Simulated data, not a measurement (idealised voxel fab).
Name of the process module below: voxel fin reveal
We display cut, a cross-section 295 nm in width whose square cells are each 5 nm.
Just so we're on the same page, the cross-sections are grids of square cells, and they're listed out in bands top to bottom, each band one or more rows deep. Heights first: top, then bottom, in nm. Then materials, left to right, each with a width in nm. "all across" on a single material: fills the band edge to edge. "blank": empty space. Basically, 0 is our baseline, since under it the wafer straight out of the box is all one material. The bottom band has no lower end and keeps on going down, so it looks like "z 0 and below". The two numbers in a width such as "30..40" mark its ends across the band: the first belongs to the top row of cells, the second to the bottom row, and from each row to the next the width moves by the same amount. "no change occurred" means the step left every cell of the cross-section as it was. What "Closed void listing" gives you is every empty space of 8 cells or more that is cut off from the top. Each appears as width x height at distance, with the distance taken from the left edge and width, height and distance all in nm. Where a step's line continues beyond its settings, the continuation is a remark by the simulator itself on that step. If you see "overlay nm" on a step's line and that step has a mask, it's telling you how far right of where it was planned the mask ended up; a negative number means it went left instead.

Process steps foreseen in the plan
1 RECEIVE | material Si
2 CONFORMAL_DEP | material SiN | thk nm 10
3 PATTERN | tone cover | mask id FINS | material resist | width nm 15 | pitch nm 40 | thk nm 20 | overlay nm 0
4 DIRECTIONAL_ETCH | etch materials SiN | depth nm 10
5 DIRECTIONAL_ETCH | etch materials Si | depth nm 30
6 STRIP | etch materials resist
7 FILL_DEP | material SiO2 | thk nm 5
8 CMP | height nm 10
9 SELECTIVE_ETCH | etch materials SiO2 | depth nm 25
10 STRIP | etch materials SiN
11 CONFORMAL_DEP | material SiO2 | thk nm 5

Cross-section of the wafer at receipt, which is the condition after step 1
> z 0 and below | Si all across
> Closed void listing: none

Wafer cross-section at module end: first of two, run to plan
> z 5 to 0 | blank=95 / SiO2=25 / blank=15 / SiO2=25 / blank=15 / SiO2=25 / blank=95
> z 0 to -10 | blank=95 / SiO2=5 / Si=15 / SiO2=5 / blank=15 / SiO2=5 / Si=15 / SiO2=5 / blank=15 / SiO2=5 / Si=15 / SiO2=5 / blank=95
> z -10 to -30 | SiO2=100 / Si=15 / SiO2=25 / Si=15 / SiO2=25 / Si=15 / SiO2=100
> z -30 and below | Si all across
> Closed void listing: none

Cross-sectional view: second of two wafers, end of module; start and plan identical to the first, one mistake in running
> z 5 to 0 | blank=95 / SiO2=25 / blank=15 / SiO2=25 / blank=15 / SiO2=25 / blank=95
> z 0 to -10 | blank=95 / SiO2=5 / Si=15 / SiO2=5 / blank=15 / SiO2=5 / Si=15 / SiO2=5 / blank=15 / SiO2=5 / Si=15 / SiO2=5 / blank=95
> z -10 to -40 | SiO2=100 / Si=15 / SiO2=25 / Si=15 / SiO2=25 / Si=15 / SiO2=100
> z -40 and below | Si all across
> Closed void listing: none
Want to know what went wrong? step 5 did not happen as planned, as run it was DIRECTIONAL_ETCH | etch materials Si | depth nm 40
The closing comparison, in cells, has the second wafer with more or fewer of some materials than the first: -100 Si; +100 SiO2
